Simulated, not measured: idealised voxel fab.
process module | voxel released beams
Pictured: cross-section cut, 255 nm wide, on a grid of 5 nm square cells.
Cross-sections here: square-cell grids, written as top-down lists of bands, a band being one or more rows of cells. Look at the band entry: it leads with the top's height and the bottom's height in nm. Then it lists the materials left to right, with a width in nm for each. The word "all across" on a single material says that material fills the band edge to edge. The word "empty" is empty space. Heights are reckoned from 0. Under this level, the received wafer is all of one material. The bottommost band is open-ended downward, for example "from 0 down". Note: "30..40" means the width goes from the first number (top row of the band) to the second number (bottom row) in equal steps per row of cells. "nothing changed" for a step: no cell of the cross-section changed in that step. So "Closed void table" is basically the list of trapped voids: any empty space of 8 cells or more that can't reach the top through an opening. They're written width x height at distance, the distance being from the left edge, and it's all nm. Whatever follows a step's settings on its line is a remark the simulator itself makes about that step. overlay nm: mask right of planned place by this much (step with mask). Neg. = left.
Below is the list of planned process steps
1: RECEIVE (material Si)
2: CONFORMAL_DEP (material SiN; thk nm 5)
3: DIRECTIONAL_DEP (material SiO2; thk nm 15)
4: DIRECTIONAL_DEP (material aC; thk nm 10)
5: PATTERN (tone open; mask id ANCHOR; material resist; width nm 35; thk nm 30; overlay nm 0)
6: DIRECTIONAL_ETCH (etch materials aC; depth nm 10)
7: STRIP (etch materials resist)
8: DIRECTIONAL_ETCH (etch materials SiO2; depth nm 15)
9: STRIP (etch materials aC)
10: CONFORMAL_DEP (material TiN; thk nm 15)
11: DIRECTIONAL_DEP (material aC; thk nm 10)
12: PATTERN (tone cover; mask id BEAM; material resist; width nm 80; thk nm 25; overlay nm 0)
13: DIRECTIONAL_ETCH (etch materials aC; depth nm 10)
14: STRIP (etch materials resist)
15: DIRECTIONAL_ETCH (etch materials TiN; depth nm 15)
16: STRIP (etch materials aC)
17: STRIP (etch materials SiO2)
Of two wafers, the first: run according to plan
Cross-section of the wafer at receipt, which is the condition after step 1
  from 0 down  Si all across
  Closed void table: none
Wafer after step 2 (cross-section)
  from 5 to 0  SiN all across
  Everything under 0 stays put, no change at all.
Wafer after step 3 (cross-section)
  from 20 to 5  SiO2 all across
  Everything under 5 stays put, no change at all.
Wafer after step 4 (cross-section)
  from 30 to 20  aC all across
  Everything under 20 stays put, no change at all.
Wafer after step 5 (cross-section)
  from 60 to 30  90 of resist; 35 of empty; 130 of resist
  Everything under 30 stays put, no change at all.
Wafer after step 6 (cross-section)
  from 50 to 30  90 of resist; 35 of empty; 130 of resist
  from 30 to 20  90 of aC; 35 of empty; 130 of aC
  Everything under 20 stays put, no change at all.
Wafer after step 7 (cross-section)
  from 30 to 20  90 of aC; 35 of empty; 130 of aC
  Everything under 20 stays put, no change at all.
Wafer after step 8 (cross-section)
  from 30 to 20  90 of aC; 35 of empty; 130 of aC
  from 20 to 5  90 of SiO2; 35 of empty; 130 of SiO2
  Everything under 5 stays put, no change at all.
Wafer after step 9 (cross-section)
  from 20 to 5  90 of SiO2; 35 of empty; 130 of SiO2
  Everything under 5 stays put, no change at all.
Wafer after step 10 (cross-section)
  from 35 to 20  105 of TiN; 5 of empty; 145 of TiN
  from 20 to 5  90 of SiO2; 35 of TiN; 130 of SiO2
  Everything under 5 stays put, no change at all.
Wafer after step 11 (cross-section)
  from 45 to 35  105 of aC; 5 of empty; 145 of aC
  from 35 to 30  105 of TiN; 5 of empty; 145 of TiN
  from 30 to 20  105 of TiN; 5 of aC; 145 of TiN
  Everything under 20 stays put, no change at all.
Wafer after step 12 (cross-section)
  from 70 to 45  85 of empty; 80 of resist; 90 of empty
  from 45 to 35  105 of aC; 5 of resist; 145 of aC
  from 35 to 30  105 of TiN; 5 of resist; 145 of TiN
  Everything under 30 stays put, no change at all.
Wafer after step 13 (cross-section)
  from 60 to 45  85 of empty; 80 of resist; 90 of empty
  from 45 to 35  85 of empty; 20 of aC; 5 of resist; 55 of aC; 90 of empty
  Everything under 35 stays put, no change at all.
Wafer after step 14 (cross-section)
  from 45 to 35  85 of empty; 20 of aC; 5 of empty; 55 of aC; 90 of empty
  from 35 to 30  105 of TiN; 5 of empty; 145 of TiN
  Everything under 30 stays put, no change at all.
Wafer after step 15 (cross-section)
  from 45 to 35  85 of empty; 20 of aC; 5 of empty; 55 of aC; 90 of empty
  from 35 to 30  85 of empty; 20 of TiN; 5 of empty; 55 of TiN; 90 of empty
  from 30 to 20  85 of empty; 20 of TiN; 5 of aC; 55 of TiN; 90 of empty
  Everything under 20 stays put, no change at all.
Wafer after step 16 (cross-section)
  from 35 to 20  85 of empty; 20 of TiN; 5 of empty; 55 of TiN; 90 of empty
  Everything under 20 stays put, no change at all.
Wafer after step 17 (cross-section)
  from 35 to 20  85 of empty; 20 of TiN; 5 of empty; 55 of TiN; 90 of empty
  from 20 to 5  90 of empty; 35 of TiN; 130 of empty
  Everything under 5 stays put, no change at all.
Regarding the second of the two wafers: it shared the first wafer's starting condition and process plan, yet one error occurred during its execution. Its history coincides with that of the first wafer up to and including step 9
Cross-section: second wafer, time at which step 10 was scheduled to end
  from 30 to 20  100 of TiN; 15 of empty; 140 of TiN
  from 20 to 15  90 of SiO2; 10 of TiN; 15 of empty; 10 of TiN; 130 of SiO2
  from 15 to 5  90 of SiO2; 35 of TiN; 130 of SiO2
  Everything under 5 stays put, no change at all.
Cross-section: second wafer, time at which step 11 was scheduled to end
  from 40 to 30  100 of aC; 15 of empty; 140 of aC
  from 30 to 25  100 of TiN; 15 of empty; 140 of TiN
  from 25 to 20  100 of TiN; 15 of aC; 140 of TiN
  from 20 to 15  90 of SiO2; 10 of TiN; 15 of aC; 10 of TiN; 130 of SiO2
  Everything under 15 stays put, no change at all.
Cross-section: second wafer, time at which step 12 was scheduled to end
  from 65 to 40  85 of empty; 80 of resist; 90 of empty
  from 40 to 30  100 of aC; 15 of resist; 140 of aC
  from 30 to 25  100 of TiN; 15 of resist; 140 of TiN
  Everything under 25 stays put, no change at all.
Cross-section: second wafer, time at which step 13 was scheduled to end
  from 55 to 40  85 of empty; 80 of resist; 90 of empty
  from 40 to 30  85 of empty; 15 of aC; 15 of resist; 50 of aC; 90 of empty
  Everything under 30 stays put, no change at all.
Cross-section: second wafer, time at which step 14 was scheduled to end
  from 40 to 30  85 of empty; 15 of aC; 15 of empty; 50 of aC; 90 of empty
  from 30 to 25  100 of TiN; 15 of empty; 140 of TiN
  Everything under 25 stays put, no change at all.
Cross-section: second wafer, time at which step 15 was scheduled to end
  from 40 to 30  85 of empty; 15 of aC; 15 of empty; 50 of aC; 90 of empty
  from 30 to 25  85 of empty; 15 of TiN; 15 of empty; 50 of TiN; 90 of empty
  from 25 to 20  85 of empty; 15 of TiN; 15 of aC; 50 of TiN; 90 of empty
  Everything under 20 stays put, no change at all.
Cross-section: second wafer, time at which step 16 was scheduled to end
  from 30 to 20  85 of empty; 15 of TiN; 15 of empty; 50 of TiN; 90 of empty
  from 20 to 15  90 of SiO2; 10 of TiN; 15 of empty; 10 of TiN; 130 of SiO2
  Everything under 15 stays put, no change at all.
Cross-section: second wafer, time at which step 17 was scheduled to end
  from 30 to 20  85 of empty; 15 of TiN; 15 of empty; 50 of TiN; 90 of empty
  from 20 to 15  90 of empty; 10 of TiN; 15 of empty; 10 of TiN; 130 of empty
  from 15 to 5  90 of empty; 35 of TiN; 130 of empty
  Everything under 5 stays put, no change at all.
Run error: step 10: run off-plan, actual operation and settings CONFORMAL_DEP (material TiN; thk nm 10)
at the end the second wafer has, in cells: TiN: 22 fewer
